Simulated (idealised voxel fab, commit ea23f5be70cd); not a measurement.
This section sets out a process module, namely voxel air gaps.
In the cross-section labelled cut, the width is 165 nm and each square cell is 5 nm.
Cross-section format: a grid of square cells, given as bands from top to bottom; each band is one or more rows of cells. The band entry comprises the height of the band's top followed by the height of its bottom, expressed in nm, and subsequently the band's materials from left to right, each stated together with its width in nm. Where a single material is marked with the word "edge to edge", that material fills the band from edge to edge. The word "empty" represents empty space. Basically, 0 is our baseline, since under it the wafer straight out of the box is all one material. The bottom band has no lower end and keeps on going down, so it looks like "top 0, no bottom". The expression "30 to 40" gives the width at the extremes of the band, the first number at its top row of cells and the second at its bottom row, with the width changing by equal amounts from each row to the next in between. You'll sometimes find "nothing changed" written for a step, and that's the way of saying that nowhere in the cross-section did a cell change during that step. Listed in "Fully enclosed voids": every empty space of 8 or more cells without an open way to the top. Form: width x height at distance, the distance being from the left edge, all in nm. If you see something after the settings on a step's line, that's the simulator's own remark about that step. On any step carrying a mask, the "overlay nm" setting, if present on the step's line, tells how far right of its planned place the mask lay; negative values point to the left.
Listed below are the process steps as planned
1,RECEIVE (material Si)
2,CONFORMAL_DEP (material SiO2; thk nm 15)
3,CONFORMAL_DEP (material SiCN; thk nm 5)
4,DIRECTIONAL_DEP (material lowk; thk nm 30)
5,DIRECTIONAL_DEP (material aC; thk nm 10)
6,PATTERN (tone open; mask id LINES; material resist; width nm 20; pitch nm 45; thk nm 25; overlay nm 0)
7,DIRECTIONAL_ETCH (etch materials aC; depth nm 10)
8,STRIP (etch materials resist)
9,DIRECTIONAL_ETCH (etch materials lowk; depth nm 30)
10,STRIP (etch materials aC)
11,CONFORMAL_DEP (material TiN; thk nm 5)
12,FILL_DEP (material Ru; thk nm 5)
13,CMP (height nm 50)
14,EPI (material Ru; thk nm 10)
15,SELECTIVE_ETCH (etch materials lowk; depth nm 40)
16,CONFORMAL_DEP (material SiCN; thk nm 5)
Cross-section of the wafer as it came to us, i.e., already through step 1
- top 0, no bottom: Si edge to edge
- Fully enclosed voids: none
Cross-sectional view of the first of the two wafers upon completion of the module, processed in accordance with the plan
- top 65, bottom 60: 10 nm empty, 140 nm SiCN, 15 nm empty
- top 60, bottom 50: 10 nm empty, 5 nm SiCN, 40 nm Ru, 5 nm SiCN, 40 nm Ru, 5 nm SiCN, 40 nm Ru, 5 nm SiCN, 15 nm empty
- top 50, bottom 45: 10 nm empty, 15 nm SiCN, 5 nm TiN, 10 nm Ru, 5 nm TiN, 25 nm SiCN, 5 nm TiN, 10 nm Ru, 5 nm TiN, 25 nm SiCN, 5 nm TiN, 10 nm Ru, 5 nm TiN, 15 nm SiCN, 15 nm empty
- top 45, bottom 25: 20 nm empty, 5 nm SiCN, 5 nm TiN, 10 nm Ru, 5 nm TiN, 5 nm SiCN, 15 nm empty, 5 nm SiCN, 5 nm TiN, 10 nm Ru, 5 nm TiN, 5 nm SiCN, 15 nm empty, 5 nm SiCN, 5 nm TiN, 10 nm Ru, 5 nm TiN, 5 nm SiCN, 25 nm empty
- top 25, bottom 20: 25 nm SiCN, 20 nm TiN, 25 nm SiCN, 20 nm TiN, 25 nm SiCN, 20 nm TiN, 30 nm SiCN
- top 20, bottom 15: SiCN edge to edge
- top 15, bottom 0: SiO2 edge to edge
- top 0, no bottom: Si edge to edge
- Fully enclosed voids: 15 x 20 at 50; 15 x 20 at 95
Wafer two, sectioned after the module: the first wafer's start, the first wafer's plan, and one mistake in how it was run
- top 65, bottom 60: SiCN edge to edge
- top 60, bottom 50: Ru edge to edge
- top 50, bottom 45: 30 nm TiN, 10 nm Ru, 35 nm TiN, 10 nm Ru, 35 nm TiN, 10 nm Ru, 35 nm TiN
- top 45, bottom 20: 25 nm lowk, 5 nm TiN, 10 nm Ru, 5 nm TiN, 25 nm lowk, 5 nm TiN, 10 nm Ru, 5 nm TiN, 25 nm lowk, 5 nm TiN, 10 nm Ru, 5 nm TiN, 30 nm lowk
- top 20, bottom 15: 25 nm lowk, 20 nm TiN, 25 nm lowk, 20 nm TiN, 25 nm lowk, 20 nm TiN, 30 nm lowk
- top 15, bottom 0: SiO2 edge to edge
- top 0, no bottom: Si edge to edge
- Fully enclosed voids: none
Short version of what went wrong: plan step 3 was not performed, having been skipped
The closing comparison, in cells, has the second wafer with more or fewer of some materials than the first: 24 more of Ru; 97 fewer of SiCN; 27 more of TiN; 126 more of lowk
By the end, 2 closed voids are present in the first wafer and 0 in the second.
